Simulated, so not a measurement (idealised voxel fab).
voxel self aligned contacts: a process module
This is section cut - it's 215 nm across, gridded in 5 nm square cells.
Cross-section, as written here: a square-cell grid given band by band from the top down, where a band holds one or more rows of cells. For a band, the entry starts with two heights in nm, that of the top and then that of the bottom, and carries on with the band's materials in order from left to right, each alongside its width in nm; the word "everywhere" beside a single material means it fills the band edge to edge, and "empty" means empty space. All heights in this document are referenced to 0, defined as the level beneath which the wafer, as received, consists entirely of one material. The lowest band is not bounded below; it extends indefinitely downward and is written in the form "0 down". The width entry "30 to 40" should be interpreted row by row: the top row of cells in the band takes the first number, the bottom row takes the second number, and the change between adjacent rows is uniform throughout. "identical to before" -> step changed no cross-section cell. Empty spaces without an open route to the top, at least 8 cells in extent, make up the entry "Sealed void inventory"; each is given as width x height at distance, where the distance is measured from the left edge, and all are in nm. Text after the settings on a step's line: the simulator's own remark on that step. If you see "overlay nm" on a step's line and that step has a mask, it's telling you how far right of where it was planned the mask ended up; a negative number means it went left instead.
Process steps - plan
| 1 | RECEIVE: material Si |
| 2 | CONFORMAL_DEP: material SiO2, thk nm 5 |
| 3 | DIRECTIONAL_DEP: material polySi, thk nm 20 |
| 4 | DIRECTIONAL_DEP: material SiN, thk nm 25 |
| 5 | PATTERN: tone cover, mask id GATE, material resist, width nm 35, pitch nm 75, thk nm 15, overlay nm 0 |
| 6 | DIRECTIONAL_ETCH: etch materials SiN, depth nm 25 |
| 7 | DIRECTIONAL_ETCH: etch materials polySi, depth nm 20 |
| 8 | STRIP: etch materials resist |
| 9 | CONFORMAL_DEP: material SiN, thk nm 10 |
| 10 | DIRECTIONAL_ETCH: etch materials SiN, depth nm 10 |
| 11 | FILL_DEP: material SiO2, thk nm 20 |
| 12 | CMP: height nm 60 |
| 13 | DIRECTIONAL_DEP: material aC, thk nm 10 |
| 14 | PATTERN: tone open, mask id CONTACT, material resist, width nm 50, pitch nm 75, thk nm 25, overlay nm 0 |
| 15 | DIRECTIONAL_ETCH: etch materials aC, depth nm 10 |
| 16 | STRIP: etch materials resist |
| 17 | DIRECTIONAL_ETCH: etch materials SiO2, depth nm 60 |
| 18 | STRIP: etch materials aC |
| 19 | CONFORMAL_DEP: material TiN, thk nm 5 |
| 20 | FILL_DEP: material Ru, thk nm 10 |
| 21 | CMP: height nm 60 |
| 22 | CONFORMAL_DEP: material SiCN, thk nm 5 |
Cross-section, incoming material, after step 1
* 0 down | Si everywhere
* Sealed void inventory: none
Cross-sectional image of the first of two wafers at the end of the module, the run having proceeded as planned
* 65 to 60 | SiCN everywhere
* 60 to 50 | SiO2 45  TiN 5 to 20  Ru 40 to 10  TiN 5 to 20  SiO2 25  TiN 5 to 20  Ru 40 to 10  TiN 5 to 20  SiO2 45
* 50 to 25 | SiO2 5  SiN 55  TiN 5  Ru 10  TiN 5  SiN 55  TiN 5  Ru 10  TiN 5  SiN 55  SiO2 5
* 25 to 5 | SiO2 5  SiN 10  polySi 35  SiN 10  TiN 5  Ru 10  TiN 5  SiN 10  polySi 35  SiN 10  TiN 5  Ru 10  TiN 5  SiN 10  polySi 35  SiN 10  SiO2 5
* 5 to 0 | SiO2 60  TiN 20  SiO2 55  TiN 20  SiO2 60
* 0 down | Si everywhere
* Sealed void inventory: none
Wafer two, sectioned after the module: the first wafer's start, the first wafer's plan, and one mistake in how it was run
* 65 to 60 | SiCN everywhere
* 60 to 55 | Ru 40  TiN 5  SiO2 50  TiN 5  Ru 15  TiN 5  SiO2 50  TiN 5  Ru 40
* 55 to 50 | TiN 45  SiO2 50  TiN 25  SiO2 50  TiN 45
* 50 to 25 | TiN 5  SiN 55  SiO2 20  SiN 55  SiO2 20  SiN 55  TiN 5
* 25 to 5 | TiN 5  SiN 10  polySi 35  SiN 10  SiO2 20  SiN 10  polySi 35  SiN 10  SiO2 20  SiN 10  polySi 35  SiN 10  TiN 5
* 5 to 0 | TiN 5  SiO2 205  TiN 5
* 0 down | Si everywhere
* Sealed void inventory: none
Error vs. plan: step 14: run off-plan, actual operation and settings PATTERN: tone cover, mask id CONTACT, material resist, width nm 50, pitch nm 75, thk nm 25, overlay nm 0
Once processing is complete, comparing cell counts shows that the second wafer has more or fewer of certain materials than the first: Ru -37 | SiO2 +54 | TiN -17
